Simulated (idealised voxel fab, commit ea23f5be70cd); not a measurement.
Proc. module: voxel capacitor over wiring
Each square cell in cross-section cut measures 5 nm, and the section as a whole is 145 nm wide.
Think of the cross-section as a grid of square cells. We describe it in bands, top to bottom, and each band covers one or more rows of those cells. Read a band's entry like this: the first values are the height of its top and the height of its bottom in nm, and what follows is the sequence of materials from left to right, each with its width in nm. Note that "empty" is empty space, and that a single material marked "full width" reaches across the band from edge to edge. Beneath 0, the wafer as received is one material, and that level is where height counting begins. The lowest band goes on downward without a bottom; it is written like "from 0 down". With a width like "30->40", each row of cells in the band differs from the next by the same amount, the top row carrying the first number and the bottom row the second. Step note "remained unchanged" = no cross-section cell changed. Entry "Closed void inventory" = empty spaces >= 8 cells with no open way to the top; each as width x height at distance, distance from left edge, all nm. On each step's line, the part that comes after the settings is the simulator's own comment on the step. When a step includes a mask, the "overlay nm" setting on its line states how far to the right of its planned place that mask lay, and negative values state how far to the left. Each pair of cross-sections that follows straddles one process step: the one shows the state before the step, the other the state after it, down to the lowest band that changed and no further. The step in question, and its settings, are given under the pair. Note that a pair is not necessarily a continuation of the pair above it, since pairs can come from different runs of this module on the same starting wafer; it is a continuation only where its entry headed "Before the process" says so.
-- Before the process
* from 0 down = Si full width
* Closed void inventory: none
-- Cross-Section After Step
* from 15 to 0 = SiO2 full width
* Everything under 0 stays put, no change at all.
* Closed void inventory: none
The structure goes from the before cross-section above to the after cross-section through CONFORMAL_DEP (material SiO2; thk nm 15)
Before the process: see the after view in the pair directly above.
-- Cross-Section After Step
* from 20 to 15 = SiN full width
* Everything under 15 stays put, no change at all.
* Closed void inventory: none
The structure goes from the before cross-section above to the after cross-section through CONFORMAL_DEP (material SiN; thk nm 5)
Before the process: see the after view in the pair directly above.
-- Cross-Section After Step
* from 40 to 20 = SiO2 full width
* Everything under 20 stays put, no change at all.
* Closed void inventory: none
The structure goes from the before cross-section above to the after cross-section through DIRECTIONAL_DEP (material SiO2; thk nm 20)
Before the process: see the after view in the pair directly above.
-- Cross-Section After Step
* from 50 to 40 = aC full width
* Everything under 40 stays put, no change at all.
* Closed void inventory: none
The structure goes from the before cross-section above to the after cross-section through DIRECTIONAL_DEP (material aC; thk nm 10)
Before the process: see the after view in the pair directly above.
-- Cross-Section After Step
* from 80 to 50 = 15 resist; 20 empty; 70 resist; 20 empty; 20 resist
* Everything under 50 stays put, no change at all.
* Closed void inventory: none
The structure goes from the before cross-section above to the after cross-section through PATTERN (tone open; mask id METAL_1; material resist; width nm 20; pitch nm 90; thk nm 30; overlay nm 0)
Before the process: see the after view in the pair directly above.
-- Cross-Section After Step
* from 70 to 50 = 15 resist; 20 empty; 70 resist; 20 empty; 20 resist
* from 50 to 40 = 15 aC; 20 empty; 70 aC; 20 empty; 20 aC
* Everything under 40 stays put, no change at all.
* Closed void inventory: none
The structure goes from the before cross-section above to the after cross-section through DIRECTIONAL_ETCH (etch materials aC; depth nm 10)
Before the process: see the after view in the pair directly above.
-- Cross-Section After Step
* from 50 to 40 = 15 aC; 20 empty; 70 aC; 20 empty; 20 aC
* Everything under 40 stays put, no change at all.
* Closed void inventory: none
The structure goes from the before cross-section above to the after cross-section through STRIP (etch materials resist)
Before the process: see the after view in the pair directly above.
-- Cross-Section After Step
* from 50 to 40 = 15 aC; 20 empty; 70 aC; 20 empty; 20 aC
* from 40 to 20 = 15 SiO2; 20 empty; 70 SiO2; 20 empty; 20 SiO2
* Everything under 20 stays put, no change at all.
* Closed void inventory: none
The structure goes from the before cross-section above to the after cross-section through DIRECTIONAL_ETCH (etch materials SiO2; depth nm 20)
Before the process: see the after view in the pair directly above.
-- Cross-Section After Step
* from 50 to 40 = 15 aC; 20 empty; 70 aC; 20 empty; 20 aC
* from 40 to 20 = 15 SiO2; 20 empty; 70 SiO2; 20 empty; 20 SiO2
* from 20 to 15 = 15 SiN; 20 empty; 70 SiN; 20 empty; 20 SiN
* Everything under 15 stays put, no change at all.
* Closed void inventory: none
The structure goes from the before cross-section above to the after cross-section through DIRECTIONAL_ETCH (etch materials SiN; depth nm 5)
Before the process: see the after view in the pair directly above.
-- Cross-Section After Step
* from 40 to 20 = 15 SiO2; 20 empty; 70 SiO2; 20 empty; 20 SiO2
* Everything under 20 stays put, no change at all.
* Closed void inventory: none
The structure goes from the before cross-section above to the after cross-section through STRIP (etch materials aC)
Before the process: see the after view in the pair directly above.
-- Cross-Section After Step
* from 45 to 40 = 20 TiN; 10 empty; 80 TiN; 10 empty; 25 TiN
* from 40 to 20 = 15 SiO2; 5 TiN; 10 empty; 5 TiN; 70 SiO2; 5 TiN; 10 empty; 5 TiN; 20 SiO2
* from 20 to 15 = 15 SiN; 20 TiN; 70 SiN; 20 TiN; 20 SiN
* Everything under 15 stays put, no change at all.
* Closed void inventory: none
The structure goes from the before cross-section above to the after cross-section through CONFORMAL_DEP (material TiN; thk nm 5)
Before the process: see the after view in the pair directly above.
-- Cross-Section After Step
* from 55 to 45 = Cu full width
* from 45 to 40 = 20 TiN; 10 Cu; 80 TiN; 10 Cu; 25 TiN
* from 40 to 20 = 15 SiO2; 5 TiN; 10 Cu; 5 TiN; 70 SiO2; 5 TiN; 10 Cu; 5 TiN; 20 SiO2
* Everything under 20 stays put, no change at all.
* Closed void inventory: none
The structure goes from the before cross-section above to the after cross-section through FILL_DEP (material Cu; thk nm 10)
Before the process: see the after view in the pair directly above.
-- Cross-Section After Step
* from 40 to 20 = 15 SiO2; 5 TiN; 10 Cu; 5 TiN; 70 SiO2; 5 TiN; 10 Cu; 5 TiN; 20 SiO2
* Everything under 20 stays put, no change at all.
* Closed void inventory: none
The structure goes from the before cross-section above to the after cross-section through CMP (height nm 40)
Before the process: see the after view in the pair directly above.
-- Cross-Section After Step
* from 45 to 40 = SiCN full width
* Everything under 40 stays put, no change at all.
* Closed void inventory: none
The structure goes from the before cross-section above to the after cross-section through CONFORMAL_DEP (material SiCN; thk nm 5)
Before the process: see the after view in the pair directly above.
-- Cross-Section After Step
* from 60 to 45 = lowk full width
* Everything under 45 stays put, no change at all.
* Closed void inventory: none
The structure goes from the before cross-section above to the after cross-section through DIRECTIONAL_DEP (material lowk; thk nm 15)
Before the process: see the after view in the pair directly above.
-- Cross-Section After Step
* from 75 to 60 = aC full width
* Everything under 60 stays put, no change at all.
* Closed void inventory: none
The structure goes from the before cross-section above to the after cross-section through DIRECTIONAL_DEP (material aC; thk nm 15)
Before the process: see the after view in the pair directly above.
-- Cross-Section After Step
* from 110 to 75 = 20 resist; 15 empty; 110 resist
* Everything under 75 stays put, no change at all.
* Closed void inventory: none
The structure goes from the before cross-section above to the after cross-section through PATTERN (tone open; mask id PLUG_1; material resist; width nm 15; thk nm 35; overlay nm 0)
Before the process: see the after view in the pair directly above.
-- Cross-Section After Step
* from 95 to 75 = 20 resist; 15 empty; 110 resist
* from 75 to 60 = 20 aC; 15 empty; 110 aC
* Everything under 60 stays put, no change at all.
* Closed void inventory: none
The structure goes from the before cross-section above to the after cross-section through DIRECTIONAL_ETCH (etch materials aC; depth nm 15)
Before the process: see the after view in the pair directly above.
-- Cross-Section After Step
* from 75 to 60 = 20 aC; 15 empty; 110 aC
* Everything under 60 stays put, no change at all.
* Closed void inventory: none
The structure goes from the before cross-section above to the after cross-section through STRIP (etch materials resist)
Before the process: see the after view in the pair directly above.
-- Cross-Section After Step
* from 75 to 60 = 20 aC; 15 empty; 110 aC
* from 60 to 45 = 20 lowk; 15 empty; 110 lowk
* Everything under 45 stays put, no change at all.
* Closed void inventory: none
The structure goes from the before cross-section above to the after cross-section through DIRECTIONAL_ETCH (etch materials lowk; depth nm 15)
Before the process: see the after view in the pair directly above.
-- Cross-Section After Step
* from 75 to 60 = 20 aC; 15 empty; 110 aC
* from 60 to 45 = 20 lowk; 15 empty; 110 lowk
* from 45 to 40 = 20 SiCN; 15 empty; 110 SiCN
* Everything under 40 stays put, no change at all.
* Closed void inventory: none
The structure goes from the before cross-section above to the after cross-section through DIRECTIONAL_ETCH (etch materials SiCN; depth nm 5)
Before the process: see the after view in the pair directly above.
-- Cross-Section After Step
* from 60 to 45 = 20 lowk; 15 empty; 110 lowk
* Everything under 45 stays put, no change at all.
* Closed void inventory: none
The structure goes from the before cross-section above to the after cross-section through STRIP (etch materials aC)
Before the process: see the after view in the pair directly above.
-- Cross-Section After Step
* from 65 to 60 = 25 TiN; 5 empty; 115 TiN
* from 60 to 45 = 20 lowk; 5 TiN; 5 empty; 5 TiN; 110 lowk
* from 45 to 40 = 20 SiCN; 15 TiN; 110 SiCN
* Everything under 40 stays put, no change at all.
* Closed void inventory: none
The structure goes from the before cross-section above to the after cross-section through CONFORMAL_DEP (material TiN; thk nm 5)
Before the process: see the after view in the pair directly above.
-- Cross-Section After Step
* from 70 to 65 = Cu full width
* from 65 to 60 = 25 TiN; 5 Cu; 115 TiN
* from 60 to 45 = 20 lowk; 5 TiN; 5 Cu; 5 TiN; 110 lowk
* Everything under 45 stays put, no change at all.
* Closed void inventory: none
The structure goes from the before cross-section above to the after cross-section through FILL_DEP (material Cu; thk nm 5)
Before the process: see the after view in the pair directly above.
-- Cross-Section After Step
* from 60 to 45 = 20 lowk; 5 TiN; 5 Cu; 5 TiN; 110 lowk
* Everything under 45 stays put, no change at all.
* Closed void inventory: none
The structure goes from the before cross-section above to the after cross-section through CMP (height nm 60)
Before the process: see the after view in the pair directly above.
-- Cross-Section After Step
* from 65 to 60 = TiN full width
* Everything under 60 stays put, no change at all.
* Closed void inventory: none
The structure goes from the before cross-section above to the after cross-section through DIRECTIONAL_DEP (material TiN; thk nm 5)
Before the process: see the after view in the pair directly above.
-- Cross-Section After Step
* from 70 to 65 = SiN full width
* Everything under 65 stays put, no change at all.
* Closed void inventory: none
The structure goes from the before cross-section above to the after cross-section through DIRECTIONAL_DEP (material SiN; thk nm 5)
Before the process: see the after view in the pair directly above.
-- Cross-Section After Step
* from 75 to 70 = TiN full width
* Everything under 70 stays put, no change at all.
* Closed void inventory: none
The structure goes from the before cross-section above to the after cross-section through DIRECTIONAL_DEP (material TiN; thk nm 5)
Before the process: see the after view in the pair directly above.
-- Cross-Section After Step
* from 85 to 75 = aC full width
* Everything under 75 stays put, no change at all.
* Closed void inventory: none
The structure goes from the before cross-section above to the after cross-section through DIRECTIONAL_DEP (material aC; thk nm 10)
Before the process: see the after view in the pair directly above.
-- Cross-Section After Step
* from 115 to 85 = 20 empty; 75 resist; 50 empty
* Everything under 85 stays put, no change at all.
* Closed void inventory: none
The structure goes from the before cross-section above to the after cross-section through PATTERN (tone cover; mask id UPPER_PLATE; material resist; width nm 75; thk nm 30; overlay nm 0)
Before the process: see the after view in the pair directly above.
-- Cross-Section After Step
* from 105 to 85 = 20 empty; 75 resist; 50 empty
* from 85 to 75 = 20 empty; 75 aC; 50 empty
* Everything under 75 stays put, no change at all.
* Closed void inventory: none
The structure goes from the before cross-section above to the after cross-section through DIRECTIONAL_ETCH (etch materials aC; depth nm 10)
Before the process: see the after view in the pair directly above.
-- Cross-Section After Step
* from 85 to 75 = 20 empty; 75 aC; 50 empty
* Everything under 75 stays put, no change at all.
* Closed void inventory: none
The structure goes from the before cross-section above to the after cross-section through STRIP (etch materials resist)
Before the process: see the after view in the pair directly above.
-- Cross-Section After Step
* from 85 to 75 = 20 empty; 75 aC; 50 empty
* from 75 to 70 = 20 empty; 75 TiN; 50 empty
* Everything under 70 stays put, no change at all.
* Closed void inventory: none
The structure goes from the before cross-section above to the after cross-section through DIRECTIONAL_ETCH (etch materials TiN; depth nm 5)
Before the process: see the after view in the pair directly above.
-- Cross-Section After Step
* from 85 to 75 = 20 empty; 75 aC; 50 empty
* from 75 to 70 = 20 empty; 75 TiN; 50 empty
* from 70 to 65 = 20 empty; 75 SiN; 50 empty
* Everything under 65 stays put, no change at all.
* Closed void inventory: none
The structure goes from the before cross-section above to the after cross-section through DIRECTIONAL_ETCH (etch materials SiN; depth nm 5)
Before the process: see the after view in the pair directly above.
-- Cross-Section After Step
* from 75 to 70 = 20 empty; 75 TiN; 50 empty
* Everything under 70 stays put, no change at all.
* Closed void inventory: none
The structure goes from the before cross-section above to the after cross-section through STRIP (etch materials aC)
Before the process: see the after view in the pair directly above.
-- Cross-Section After Step
* from 90 to 75 = 15 empty; 85 resist; 45 empty
* from 75 to 70 = 15 empty; 5 resist; 75 TiN; 5 resist; 45 empty
* from 70 to 65 = 15 empty; 5 resist; 75 SiN; 5 resist; 45 empty
* Everything under 65 stays put, no change at all.
* Closed void inventory: none
The structure goes from the before cross-section above to the after cross-section through PATTERN (tone cover; mask id LOWER_PLATE; material resist; width nm 85; thk nm 15; overlay nm 0)
Before the process: see the after view in the pair directly above.
-- Cross-Section After Step
* from 90 to 75 = 15 empty; 85 resist; 45 empty
* from 75 to 70 = 15 empty; 5 resist; 75 TiN; 5 resist; 45 empty
* from 70 to 65 = 15 empty; 5 resist; 75 SiN; 5 resist; 45 empty
* from 65 to 60 = 15 empty; 85 TiN; 45 empty
* Everything under 60 stays put, no change at all.
* Closed void inventory: none
The structure goes from the before cross-section above to the after cross-section through DIRECTIONAL_ETCH (etch materials TiN; depth nm 5)
Before the process: see the after view in the pair directly above.
-- Cross-Section After Step
* from 75 to 70 = 20 empty; 75 TiN; 50 empty
* from 70 to 65 = 20 empty; 75 SiN; 50 empty
* Everything under 65 stays put, no change at all.
* Closed void inventory: none
The structure goes from the before cross-section above to the after cross-section through STRIP (etch materials resist)
Before the process: see the after view in the pair directly above.
-- Cross-Section After Step
* from 95 to 75 = SiO2 full width
* from 75 to 70 = 20 SiO2; 75 TiN; 50 SiO2
* from 70 to 65 = 20 SiO2; 75 SiN; 50 SiO2
* from 65 to 60 = 15 SiO2; 85 TiN; 45 SiO2
* Everything under 60 stays put, no change at all.
* Closed void inventory: none
The structure goes from the before cross-section above to the after cross-section through FILL_DEP (material SiO2; thk nm 20)
Before the process: see the after view in the pair directly above.
-- Cross-Section After Step
* from 90 to 75 = SiO2 full width
* Everything under 75 stays put, no change at all.
* Closed void inventory: none
The structure goes from the before cross-section above to the after cross-section through CMP (height nm 90)
Before the process: see the after view in the pair directly above.
-- Cross-Section After Step
* from 105 to 90 = 30 resist; 15 empty; 100 resist
* Everything under 90 stays put, no change at all.
* Closed void inventory: none
The structure goes from the before cross-section above to the after cross-section through PATTERN (tone open; mask id PLUG_2; material resist; width nm 15; thk nm 15; overlay nm 0)
Before the process: see the after view in the pair directly above.
-- Cross-Section After Step
* from 105 to 90 = 30 resist; 15 empty; 100 resist
* from 90 to 75 = 30 SiO2; 15 empty; 100 SiO2
* Everything under 75 stays put, no change at all.
* Closed void inventory: none
The structure goes from the before cross-section above to the after cross-section through DIRECTIONAL_ETCH (etch materials SiO2; depth nm 15)
Before the process: see the after view in the pair directly above.
-- Cross-Section After Step
* from 90 to 75 = 30 SiO2; 15 empty; 100 SiO2
* Everything under 75 stays put, no change at all.
* Closed void inventory: none
The structure goes from the before cross-section above to the after cross-section through STRIP (etch materials resist)
Before the process: see the after view in the pair directly above.
-- Cross-Section After Step
* from 95 to 90 = 35 TiN; 5 empty; 105 TiN
* from 90 to 80 = 30 SiO2; 5 TiN; 5 empty; 5 TiN; 100 SiO2
* from 80 to 70 = 30->20 SiO2; 15->75 TiN; 100->50 SiO2
* Everything under 70 stays put, no change at all.
* Closed void inventory: none
The structure goes from the before cross-section above to the after cross-section through CONFORMAL_DEP (material TiN; thk nm 5)
Before the process: see the after view in the pair directly above.
-- Cross-Section After Step
* from 105 to 95 = Ru full width
* from 95 to 90 = 35 TiN; 5 Ru; 105 TiN
* from 90 to 80 = 30 SiO2; 5 TiN; 5 Ru; 5 TiN; 100 SiO2
* Everything under 80 stays put, no change at all.
* Closed void inventory: none
The structure goes from the before cross-section above to the after cross-section through FILL_DEP (material Ru; thk nm 10)
Before the process: see the after view in the pair directly above.
-- Cross-Section After Step
* from 90 to 80 = 30 SiO2; 5 TiN; 5 Ru; 5 TiN; 100 SiO2
* Everything under 80 stays put, no change at all.
* Closed void inventory: none
The structure goes from the before cross-section above to the after cross-section through CMP (height nm 90)
Before the process: see the after view in the pair directly above.
-- Cross-Section After Step
* from 95 to 90 = SiN full width
* Everything under 90 stays put, no change at all.
* Closed void inventory: none
The structure goes from the before cross-section above to the after cross-section through CONFORMAL_DEP (material SiN; thk nm 5)
-- Before the process
* from 70 to 65 = SiN full width
* from 65 to 60 = TiN full width
* from 60 to 45 = 20 lowk; 5 TiN; 5 Cu; 5 TiN; 110 lowk
* from 45 to 40 = 20 SiCN; 15 TiN; 110 SiCN
* from 40 to 20 = 15 SiO2; 5 TiN; 10 Cu; 5 TiN; 70 SiO2; 5 TiN; 10 Cu; 5 TiN; 20 SiO2
* from 20 to 15 = 15 SiN; 20 TiN; 70 SiN; 20 TiN; 20 SiN
* from 15 to 0 = SiO2 full width
* from 0 down = Si full width
* Closed void inventory: none
-- Cross-Section After Step
* from 80 to 70 = aC full width
* Everything under 70 stays put, no change at all.
* Closed void inventory: none
The structure goes from the before cross-section above to the after cross-section through DIRECTIONAL_DEP (material aC; thk nm 10)
Before the process: see the after view in the pair directly above.
-- Cross-Section After Step
* from 110 to 80 = 20 empty; 75 resist; 50 empty
* Everything under 80 stays put, no change at all.
* Closed void inventory: none
The structure goes from the before cross-section above to the after cross-section through PATTERN (tone cover; mask id UPPER_PLATE; material resist; width nm 75; thk nm 30; overlay nm 0)
Before the process: see the after view in the pair directly above.
-- Cross-Section After Step
* from 100 to 80 = 20 empty; 75 resist; 50 empty
* from 80 to 70 = 20 empty; 75 aC; 50 empty
* Everything under 70 stays put, no change at all.
* Closed void inventory: none
The structure goes from the before cross-section above to the after cross-section through DIRECTIONAL_ETCH (etch materials aC; depth nm 10)
Before the process: see the after view in the pair directly above.
-- Cross-Section After Step
* from 80 to 70 = 20 empty; 75 aC; 50 empty
* Everything under 70 stays put, no change at all.
* Closed void inventory: none
The structure goes from the before cross-section above to the after cross-section through STRIP (etch materials resist)
Before the process: see the after view in the pair directly above.
-- Cross-Section After Step
* from 80 to 70 = 20 empty; 75 aC; 50 empty
* from 70 to 65 = 20 empty; 75 SiN; 50 empty
* Everything under 65 stays put, no change at all.
* Closed void inventory: none
The structure goes from the before cross-section above to the after cross-section through DIRECTIONAL_ETCH (etch materials SiN; depth nm 5)
Before the process: see the after view in the pair directly above.
-- Cross-Section After Step
* from 70 to 65 = 20 empty; 75 SiN; 50 empty
* Everything under 65 stays put, no change at all.
* Closed void inventory: none
The structure goes from the before cross-section above to the after cross-section through STRIP (etch materials aC)
Before the process: see the after view in the pair directly above.
-- Cross-Section After Step
* from 85 to 70 = 15 empty; 85 resist; 45 empty
* from 70 to 65 = 15 empty; 5 resist; 75 SiN; 5 resist; 45 empty
* Everything under 65 stays put, no change at all.
* Closed void inventory: none
The structure goes from the before cross-section above to the after cross-section through PATTERN (tone cover; mask id LOWER_PLATE; material resist; width nm 85; thk nm 15; overlay nm 0)
Before the process: see the after view in the pair directly above.
-- Cross-Section After Step
* from 85 to 70 = 15 empty; 85 resist; 45 empty
* from 70 to 65 = 15 empty; 5 resist; 75 SiN; 5 resist; 45 empty
* from 65 to 60 = 15 empty; 85 TiN; 45 empty
* Everything under 60 stays put, no change at all.
* Closed void inventory: none
The structure goes from the before cross-section above to the after cross-section through DIRECTIONAL_ETCH (etch materials TiN; depth nm 5)
Before the process: see the after view in the pair directly above.
-- Cross-Section After Step
* from 70 to 65 = 20 empty; 75 SiN; 50 empty
* Everything under 65 stays put, no change at all.
* Closed void inventory: none
The structure goes from the before cross-section above to the after cross-section through STRIP (etch materials resist)
Before the process: see the after view in the pair directly above.
-- Cross-Section After Step
* from 90 to 70 = SiO2 full width
* from 70 to 65 = 20 SiO2; 75 SiN; 50 SiO2
* from 65 to 60 = 15 SiO2; 85 TiN; 45 SiO2
* Everything under 60 stays put, no change at all.
* Closed void inventory: none
The structure goes from the before cross-section above to the after cross-section through FILL_DEP (material SiO2; thk nm 20)
Before the process: see the after view in the pair directly above.
-- Cross-Section After Step
* from 105 to 90 = 30 resist; 15 empty; 100 resist
* Everything under 90 stays put, no change at all.
* Closed void inventory: none
The structure goes from the before cross-section above to the after cross-section through PATTERN (tone open; mask id PLUG_2; material resist; width nm 15; thk nm 15; overlay nm 0)
Before the process: see the after view in the pair directly above.
-- Cross-Section After Step
* from 105 to 90 = 30 resist; 15 empty; 100 resist
* from 90 to 75 = 30 SiO2; 15 empty; 100 SiO2
* Everything under 75 stays put, no change at all.
* Closed void inventory: none
The structure goes from the before cross-section above to the after cross-section through DIRECTIONAL_ETCH (etch materials SiO2; depth nm 15)
Before the process: see the after view in the pair directly above.
-- Cross-Section After Step
* from 90 to 75 = 30 SiO2; 15 empty; 100 SiO2
* Everything under 75 stays put, no change at all.
* Closed void inventory: none
The structure goes from the before cross-section above to the after cross-section through STRIP (etch materials resist)
Before the process: see the after view in the pair directly above.
-- Cross-Section After Step
* from 95 to 90 = 35 TiN; 5 empty; 105 TiN
* from 90 to 80 = 30 SiO2; 5 TiN; 5 empty; 5 TiN; 100 SiO2
* from 80 to 75 = 30 SiO2; 15 TiN; 100 SiO2
* Everything under 75 stays put, no change at all.
* Closed void inventory: none
The structure goes from the before cross-section above to the after cross-section through CONFORMAL_DEP (material TiN; thk nm 5)
Before the process: see the after view in the pair directly above.
-- Cross-Section After Step
* from 105 to 95 = Ru full width
* from 95 to 90 = 35 TiN; 5 Ru; 105 TiN
* from 90 to 80 = 30 SiO2; 5 TiN; 5 Ru; 5 TiN; 100 SiO2
* Everything under 80 stays put, no change at all.
* Closed void inventory: none
The structure goes from the before cross-section above to the after cross-section through FILL_DEP (material Ru; thk nm 10)
Before the process: see the after view in the pair directly above.
-- Cross-Section After Step
* from 90 to 80 = 30 SiO2; 5 TiN; 5 Ru; 5 TiN; 100 SiO2
* Everything under 80 stays put, no change at all.
* Closed void inventory: none
The structure goes from the before cross-section above to the after cross-section through CMP (height nm 90)
Before the process: see the after view in the pair directly above.
-- Cross-Section After Step
* from 95 to 90 = SiN full width
* Everything under 90 stays put, no change at all.
* Closed void inventory: none
The structure goes from the before cross-section above to the after cross-section through CONFORMAL_DEP (material SiN; thk nm 5)
-- Before the process
* from 15 to 0 = SiO2 full width
* from 0 down = Si full width
* Closed void inventory: none
-- Cross-Section After Step
* from 30 to 0 = SiO2 full width
* Everything under 0 stays put, no change at all.
* Closed void inventory: none
The structure goes from the before cross-section above to the after cross-section through CONFORMAL_DEP (material SiO2; thk nm 15)
Before the process: see the after view in the pair directly above.
-- Cross-Section After Step
* from 35 to 30 = SiN full width
* Everything under 30 stays put, no change at all.
* Closed void inventory: none
The structure goes from the before cross-section above to the after cross-section through CONFORMAL_DEP (material SiN; thk nm 5)
Before the process: see the after view in the pair directly above.
-- Cross-Section After Step
* from 55 to 35 = SiO2 full width
* Everything under 35 stays put, no change at all.
* Closed void inventory: none
The structure goes from the before cross-section above to the after cross-section through DIRECTIONAL_DEP (material SiO2; thk nm 20)
Before the process: see the after view in the pair directly above.
-- Cross-Section After Step
* from 65 to 55 = aC full width
* Everything under 55 stays put, no change at all.
* Closed void inventory: none
The structure goes from the before cross-section above to the after cross-section through DIRECTIONAL_DEP (material aC; thk nm 10)
Before the process: see the after view in the pair directly above.
-- Cross-Section After Step
* from 95 to 65 = 15 resist; 20 empty; 70 resist; 20 empty; 20 resist
* Everything under 65 stays put, no change at all.
* Closed void inventory: none
The structure goes from the before cross-section above to the after cross-section through PATTERN (tone open; mask id METAL_1; material resist; width nm 20; pitch nm 90; thk nm 30; overlay nm 0)
Before the process: see the after view in the pair directly above.
-- Cross-Section After Step
* from 85 to 65 = 15 resist; 20 empty; 70 resist; 20 empty; 20 resist
* from 65 to 55 = 15 aC; 20 empty; 70 aC; 20 empty; 20 aC
* Everything under 55 stays put, no change at all.
* Closed void inventory: none
The structure goes from the before cross-section above to the after cross-section through DIRECTIONAL_ETCH (etch materials aC; depth nm 10)
Before the process: see the after view in the pair directly above.
-- Cross-Section After Step
* from 65 to 55 = 15 aC; 20 empty; 70 aC; 20 empty; 20 aC
* Everything under 55 stays put, no change at all.
* Closed void inventory: none
The structure goes from the before cross-section above to the after cross-section through STRIP (etch materials resist)
Before the process: see the after view in the pair directly above.
-- Cross-Section After Step
* from 65 to 55 = 15 aC; 20 empty; 70 aC; 20 empty; 20 aC
* from 55 to 35 = 15 SiO2; 20 empty; 70 SiO2; 20 empty; 20 SiO2
* Everything under 35 stays put, no change at all.
* Closed void inventory: none
The structure goes from the before cross-section above to the after cross-section through DIRECTIONAL_ETCH (etch materials SiO2; depth nm 20)
Before the process: see the after view in the pair directly above.
-- Cross-Section After Step
* from 65 to 55 = 15 aC; 20 empty; 70 aC; 20 empty; 20 aC
* from 55 to 35 = 15 SiO2; 20 empty; 70 SiO2; 20 empty; 20 SiO2
* from 35 to 30 = 15 SiN; 20 empty; 70 SiN; 20 empty; 20 SiN
* Everything under 30 stays put, no change at all.
* Closed void inventory: none
The structure goes from the before cross-section above to the after cross-section through DIRECTIONAL_ETCH (etch materials SiN; depth nm 5)
Before the process: see the after view in the pair directly above.
-- Cross-Section After Step
* from 55 to 35 = 15 SiO2; 20 empty; 70 SiO2; 20 empty; 20 SiO2
* Everything under 35 stays put, no change at all.
* Closed void inventory: none
The structure goes from the before cross-section above to the after cross-section through STRIP (etch materials aC)
Before the process: see the after view in the pair directly above.
-- Cross-Section After Step
* from 60 to 55 = 20 TiN; 10 empty; 80 TiN; 10 empty; 25 TiN
* from 55 to 35 = 15 SiO2; 5 TiN; 10 empty; 5 TiN; 70 SiO2; 5 TiN; 10 empty; 5 TiN; 20 SiO2
* from 35 to 30 = 15 SiN; 20 TiN; 70 SiN; 20 TiN; 20 SiN
* Everything under 30 stays put, no change at all.
* Closed void inventory: none
The structure goes from the before cross-section above to the after cross-section through CONFORMAL_DEP (material TiN; thk nm 5)
Before the process: see the after view in the pair directly above.
-- Cross-Section After Step
* from 70 to 60 = Cu full width
* from 60 to 55 = 20 TiN; 10 Cu; 80 TiN; 10 Cu; 25 TiN
* from 55 to 35 = 15 SiO2; 5 TiN; 10 Cu; 5 TiN; 70 SiO2; 5 TiN; 10 Cu; 5 TiN; 20 SiO2
* Everything under 35 stays put, no change at all.
* Closed void inventory: none
The structure goes from the before cross-section above to the after cross-section through FILL_DEP (material Cu; thk nm 10)
Before the process: see the after view in the pair directly above.
-- Cross-Section After Step
* from 40 to 35 = 15 SiO2; 5 TiN; 10 Cu; 5 TiN; 70 SiO2; 5 TiN; 10 Cu; 5 TiN; 20 SiO2
* Everything under 35 stays put, no change at all.
* Closed void inventory: none
The structure goes from the before cross-section above to the after cross-section through CMP (height nm 40)
Before the process: see the after view in the pair directly above.
-- Cross-Section After Step
* from 45 to 40 = SiCN full width
* Everything under 40 stays put, no change at all.
* Closed void inventory: none
The structure goes from the before cross-section above to the after cross-section through CONFORMAL_DEP (material SiCN; thk nm 5)
Before the process: see the after view in the pair directly above.
-- Cross-Section After Step
* from 60 to 45 = lowk full width
* Everything under 45 stays put, no change at all.
* Closed void inventory: none
The structure goes from the before cross-section above to the after cross-section through DIRECTIONAL_DEP (material lowk; thk nm 15)
Before the process: see the after view in the pair directly above.
-- Cross-Section After Step
* from 75 to 60 = aC full width
* Everything under 60 stays put, no change at all.
* Closed void inventory: none
The structure goes from the before cross-section above to the after cross-section through DIRECTIONAL_DEP (material aC; thk nm 15)
Before the process: see the after view in the pair directly above.
-- Cross-Section After Step
* from 110 to 75 = 20 resist; 15 empty; 110 resist
* Everything under 75 stays put, no change at all.
* Closed void inventory: none
The structure goes from the before cross-section above to the after cross-section through PATTERN (tone open; mask id PLUG_1; material resist; width nm 15; thk nm 35; overlay nm 0)
Before the process: see the after view in the pair directly above.
-- Cross-Section After Step
* from 95 to 75 = 20 resist; 15 empty; 110 resist
* from 75 to 60 = 20 aC; 15 empty; 110 aC
* Everything under 60 stays put, no change at all.
* Closed void inventory: none
The structure goes from the before cross-section above to the after cross-section through DIRECTIONAL_ETCH (etch materials aC; depth nm 15)
Before the process: see the after view in the pair directly above.
-- Cross-Section After Step
* from 75 to 60 = 20 aC; 15 empty; 110 aC
* Everything under 60 stays put, no change at all.
* Closed void inventory: none
The structure goes from the before cross-section above to the after cross-section through STRIP (etch materials resist)
Before the process: see the after view in the pair directly above.
-- Cross-Section After Step
* from 75 to 60 = 20 aC; 15 empty; 110 aC
* from 60 to 45 = 20 lowk; 15 empty; 110 lowk
* Everything under 45 stays put, no change at all.
* Closed void inventory: none
The structure goes from the before cross-section above to the after cross-section through DIRECTIONAL_ETCH (etch materials lowk; depth nm 15)
Before the process: see the after view in the pair directly above.
-- Cross-Section After Step
* from 75 to 60 = 20 aC; 15 empty; 110 aC
* from 60 to 45 = 20 lowk; 15 empty; 110 lowk
* from 45 to 40 = 20 SiCN; 15 empty; 110 SiCN
* Everything under 40 stays put, no change at all.
* Closed void inventory: none
The structure goes from the before cross-section above to the after cross-section through DIRECTIONAL_ETCH (etch materials SiCN; depth nm 5)
Before the process: see the after view in the pair directly above.
-- Cross-Section After Step
* from 60 to 45 = 20 lowk; 15 empty; 110 lowk
* Everything under 45 stays put, no change at all.
* Closed void inventory: none
The structure goes from the before cross-section above to the after cross-section through STRIP (etch materials aC)
Before the process: see the after view in the pair directly above.
-- Cross-Section After Step
* from 65 to 60 = 25 TiN; 5 empty; 115 TiN
* from 60 to 45 = 20 lowk; 5 TiN; 5 empty; 5 TiN; 110 lowk
* from 45 to 40 = 20 SiCN; 15 TiN; 110 SiCN
* Everything under 40 stays put, no change at all.
* Closed void inventory: none
The structure goes from the before cross-section above to the after cross-section through CONFORMAL_DEP (material TiN; thk nm 5)
Before the process: see the after view in the pair directly above.
-- Cross-Section After Step
* from 70 to 65 = Cu full width
* from 65 to 60 = 25 TiN; 5 Cu; 115 TiN
* from 60 to 45 = 20 lowk; 5 TiN; 5 Cu; 5 TiN; 110 lowk
* Everything under 45 stays put, no change at all.
* Closed void inventory: none
The structure goes from the before cross-section above to the after cross-section through FILL_DEP (material Cu; thk nm 5)
Before the process: see the after view in the pair directly above.
-- Cross-Section After Step
* from 60 to 45 = 20 lowk; 5 TiN; 5 Cu; 5 TiN; 110 lowk
* Everything under 45 stays put, no change at all.
* Closed void inventory: none
The structure goes from the before cross-section above to the after cross-section through CMP (height nm 60)
